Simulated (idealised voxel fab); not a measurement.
Title: Process Module voxel capacitor over wiring
Square cell edge 5 nm, section width 245 nm, ID cut.
Cross-section, as written here: a square-cell grid given band by band from the top down, where a band holds one or more rows of cells. Basically the band line says how high the top is and how high the bottom is, in nm, and then what's in it from left to right, every material with its width in nm. Empty space shows up as "air", and if a single material carries "full width" it runs the full band edge to edge. Ref level 0: as-received wafer is one material below here. Bottom band extends down with no lower bound ("0 down"). Top row gets the first number, bottom row gets the second, and each row in between changes by the same step: that is how a band width like "30 to 40" works. The designation "nothing different", where it is given for a processing step, indicates that no cell of the cross-section was altered in the course of that step. What "Voids lacking openings" gives you is every empty space of 8 cells or more that is cut off from the top. Each appears as width x height at distance, with the distance taken from the left edge and width, height and distance all in nm. If you see something after the settings on a step's line, that's the simulator's own remark about that step. The setting "overlay nm" may be written on the line of a step. When the step uses a mask, the value reports how far to the right of the planned place the mask lay, and a negative value reports that it lay to the left.

**Process steps (planned)**
1,RECEIVE | material Si
2,CONFORMAL_DEP | material SiO2 | thk nm 10
3,CONFORMAL_DEP | material SiN | thk nm 5
4,DIRECTIONAL_DEP | material SiO2 | thk nm 15
5,DIRECTIONAL_DEP | material aC | thk nm 15
6,PATTERN | tone open | mask id METAL_1 | material resist | width nm 25 | pitch nm 75 | thk nm 30 | overlay nm 0
7,DIRECTIONAL_ETCH | etch materials aC | depth nm 15
8,STRIP | etch materials resist
9,DIRECTIONAL_ETCH | etch materials SiO2 | depth nm 15
10,DIRECTIONAL_ETCH | etch materials SiN | depth nm 5
11,STRIP | etch materials aC
12,CONFORMAL_DEP | material TiN | thk nm 5
13,FILL_DEP | material Cu | thk nm 5
14,CMP | height nm 30
15,CONFORMAL_DEP | material SiCN | thk nm 5
16,DIRECTIONAL_DEP | material lowk | thk nm 15
17,PATTERN | tone open | mask id PLUG_1 | material resist | width nm 15 | thk nm 20 | overlay nm 0
18,DIRECTIONAL_ETCH | etch materials lowk | depth nm 15
19,DIRECTIONAL_ETCH | etch materials SiCN | depth nm 5
20,STRIP | etch materials resist
21,CONFORMAL_DEP | material TiN | thk nm 5
22,FILL_DEP | material Ru | thk nm 10
23,CMP | height nm 50
24,DIRECTIONAL_DEP | material TiN | thk nm 10
25,DIRECTIONAL_DEP | material HfO2 | thk nm 5
26,DIRECTIONAL_DEP | material TiN | thk nm 10
27,MASKED_ETCH | tone cover | mask id UPPER_PLATE | width nm 55 | etch materials TiN | depth nm 10 | overlay nm 0
28,MASKED_ETCH | tone cover | mask id UPPER_PLATE | width nm 55 | etch materials HfO2 | depth nm 5 | overlay nm 0
29,PATTERN | tone cover | mask id LOWER_PLATE | material resist | width nm 65 | thk nm 20 | overlay nm 0
30,DIRECTIONAL_ETCH | etch materials TiN | depth nm 10
31,STRIP | etch materials resist
32,FILL_DEP | material SiO2 | thk nm 15
33,CMP | height nm 85
34,DIRECTIONAL_DEP | material aC | thk nm 10
35,PATTERN | tone open | mask id PLUG_2 | material resist | width nm 15 | thk nm 30 | overlay nm 0
36,DIRECTIONAL_ETCH | etch materials aC | depth nm 10
37,STRIP | etch materials resist
38,DIRECTIONAL_ETCH | etch materials SiO2 | depth nm 10
39,STRIP | etch materials aC
40,CONFORMAL_DEP | material TiN | thk nm 5
41,FILL_DEP | material Ru | thk nm 10
42,CMP | height nm 85
43,CONFORMAL_DEP | material SiN | thk nm 5

**This is the cross-section of the wafer as we received it, i.e. after step 1**
  0 down  Si full width
  Voids lacking openings: none

**Result of the module, cross-sectioned: start per above, plan per above, one error in how it was run**
  90 to 85  SiN full width
  85 to 80  SiO2=90  TiN=5  Ru=5  TiN=5  SiO2=140
  80 to 75  SiO2=90  TiN=15  SiO2=140
  75 to 65  SiO2=80  TiN=55  SiO2=110
  65 to 60  SiO2=80  HfO2=55  SiO2=110
  60 to 50  lowk full width
  50 to 35  lowk=80  TiN=5  Ru=5  TiN=5  lowk=150
  35 to 30  SiCN=80  TiN=15  SiCN=150
  30 to 15  SiO2=70  TiN=5  Cu=15  TiN=5  SiO2=50  TiN=5  Cu=15  TiN=5  SiO2=75
  15 to 10  SiN=70  TiN=25  SiN=50  TiN=25  SiN=75
  10 to 0  SiO2 full width
  0 down  Si full width
  Voids lacking openings: none
What was done differently from what was planned? step 24 did not use the planned setting and instead ran as DIRECTIONAL_DEP | material lowk | thk nm 10
